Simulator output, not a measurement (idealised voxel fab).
Process module name: voxel spacer lines
Shown is cross-section cut, with a width of 205 nm and square cells of size 5 nm.
In what follows, cross-sections appear as grids of square cells, described through bands that run from the top down, where every band is one or more rows of cells.
Quick guide to a band line: top height, bottom height (nm) up front; then every material left to right with its width in nm. Only one material and it's marked "all across"? Then it fills the band edge to edge. And "empty" just means empty space.
Height 0 is the level under which the wafer as received is all one material. The lowest band goes on downwards, as in "0 -> down".
So if you see something like "30 to 40" for the width, read it as the top row of the band sitting at the first number and the bottom row at the second, with every row in between moving by the same amount as the last.
A step reported as "nothing changed" is a step in which no cell of the cross-section changed.
Closed-off voids of 8+ cells (no open route to the top) go in "Trapped void list", written width x height at distance from the left edge, in nm.
Read whatever lies past the settings on a step's line as the simulator's own remark about the step.
overlay nm, on a step with a mask: how far to the right of its planned place the mask lay; to the left if negative
## Below is the list of planned process steps
- 1: RECEIVE | material Si
- 2: CONFORMAL_DEP | material Al2O3 | thk nm 10
- 3: DIRECTIONAL_DEP | material W | thk nm 15
- 4: DIRECTIONAL_DEP | material aC | thk nm 20
- 5: PATTERN | tone cover | mask id MANDREL | material resist | width nm 15 | pitch nm 50 | thk nm 25 | overlay nm 0
- 6: DIRECTIONAL_ETCH | etch materials aC | depth nm 20
- 7: STRIP | etch materials resist
- 8: CONFORMAL_DEP | material SiO2 | thk nm 10
- 9: DIRECTIONAL_ETCH | etch materials SiO2 | depth nm 10
- 10: STRIP | etch materials aC
- 11: DIRECTIONAL_ETCH | etch materials W | depth nm 15
- 12: STRIP | etch materials SiO2
- 13: FILL_DEP | material SiO2 | thk nm 10
- 14: CMP | height nm 25
## Below: the first of two wafers, run as planned
## Step 1 complete: cross-section of the wafer as received
	0 -> down  Si all across
	Trapped void list: none
## So this is the wafer cross-section right after step 2
	10 -> 0  Al2O3 all across
	Lower than 0, everything is as it was.
## So this is the wafer cross-section right after step 3
	25 -> 10  W all across
	Lower than 10, everything is as it was.
## So this is the wafer cross-section right after step 4
	45 -> 25  aC all across
	Lower than 25, everything is as it was.
## So this is the wafer cross-section right after step 5
	70 -> 45  70 empty; 15 resist; 35 empty; 15 resist; 70 empty
	Lower than 45, everything is as it was.
## So this is the wafer cross-section right after step 6
	50 -> 45  70 empty; 15 resist; 35 empty; 15 resist; 70 empty
	45 -> 25  70 empty; 15 aC; 35 empty; 15 aC; 70 empty
	Lower than 25, everything is as it was.
## So this is the wafer cross-section right after step 7
	45 -> 25  70 empty; 15 aC; 35 empty; 15 aC; 70 empty
	Lower than 25, everything is as it was.
## So this is the wafer cross-section right after step 8
	55 -> 45  60 empty; 35 SiO2; 15 empty; 35 SiO2; 60 empty
	45 -> 35  60 empty; 10 SiO2; 15 aC; 10 SiO2; 15 empty; 10 SiO2; 15 aC; 10 SiO2; 60 empty
	35 -> 25  70 SiO2; 15 aC; 35 SiO2; 15 aC; 70 SiO2
	Lower than 25, everything is as it was.
## So this is the wafer cross-section right after step 9
	45 -> 25  60 empty; 10 SiO2; 15 aC; 10 SiO2; 15 empty; 10 SiO2; 15 aC; 10 SiO2; 60 empty
	Lower than 25, everything is as it was.
## So this is the wafer cross-section right after step 10
	45 -> 25  60 empty; 10 SiO2; 15 empty; 10 SiO2; 15 empty; 10 SiO2; 15 empty; 10 SiO2; 60 empty
	Lower than 25, everything is as it was.
## So this is the wafer cross-section right after step 11
	45 -> 25  60 empty; 10 SiO2; 15 empty; 10 SiO2; 15 empty; 10 SiO2; 15 empty; 10 SiO2; 60 empty
	25 -> 10  60 empty; 10 W; 15 empty; 10 W; 15 empty; 10 W; 15 empty; 10 W; 60 empty
	Lower than 10, everything is as it was.
## So this is the wafer cross-section right after step 12
	25 -> 10  60 empty; 10 W; 15 empty; 10 W; 15 empty; 10 W; 15 empty; 10 W; 60 empty
	Lower than 10, everything is as it was.
## So this is the wafer cross-section right after step 13
	35 -> 25  SiO2 all across
	25 -> 10  60 SiO2; 10 W; 15 SiO2; 10 W; 15 SiO2; 10 W; 15 SiO2; 10 W; 60 SiO2
	Lower than 10, everything is as it was.
## So this is the wafer cross-section right after step 14
	25 -> 10  60 SiO2; 10 W; 15 SiO2; 10 W; 15 SiO2; 10 W; 15 SiO2; 10 W; 60 SiO2
	Lower than 10, everything is as it was.
## The remaining wafer, second of the two, started like the first and was run to the same plan, except that one mistake was made along the way; the two coincide through step 12, inclusive
## Second wafer, section view, time point: scheduled end of step 13
	35 -> 25  Al2O3 all across
	25 -> 10  60 Al2O3; 10 W; 15 Al2O3; 10 W; 15 Al2O3; 10 W; 15 Al2O3; 10 W; 60 Al2O3
	Lower than 10, everything is as it was.
## Second wafer, section view, time point: scheduled end of step 14
	25 -> 10  60 Al2O3; 10 W; 15 Al2O3; 10 W; 15 Al2O3; 10 W; 15 Al2O3; 10 W; 60 Al2O3
	Lower than 10, everything is as it was.
Where did the run depart from the plan? step 13 was processed under conditions differing from the plan, specifically as FILL_DEP | material Al2O3 | thk nm 10
FYI, end of process, the second wafer has more or fewer cells of some materials than the first: Al2O3: 99 more | SiO2: 99 fewer
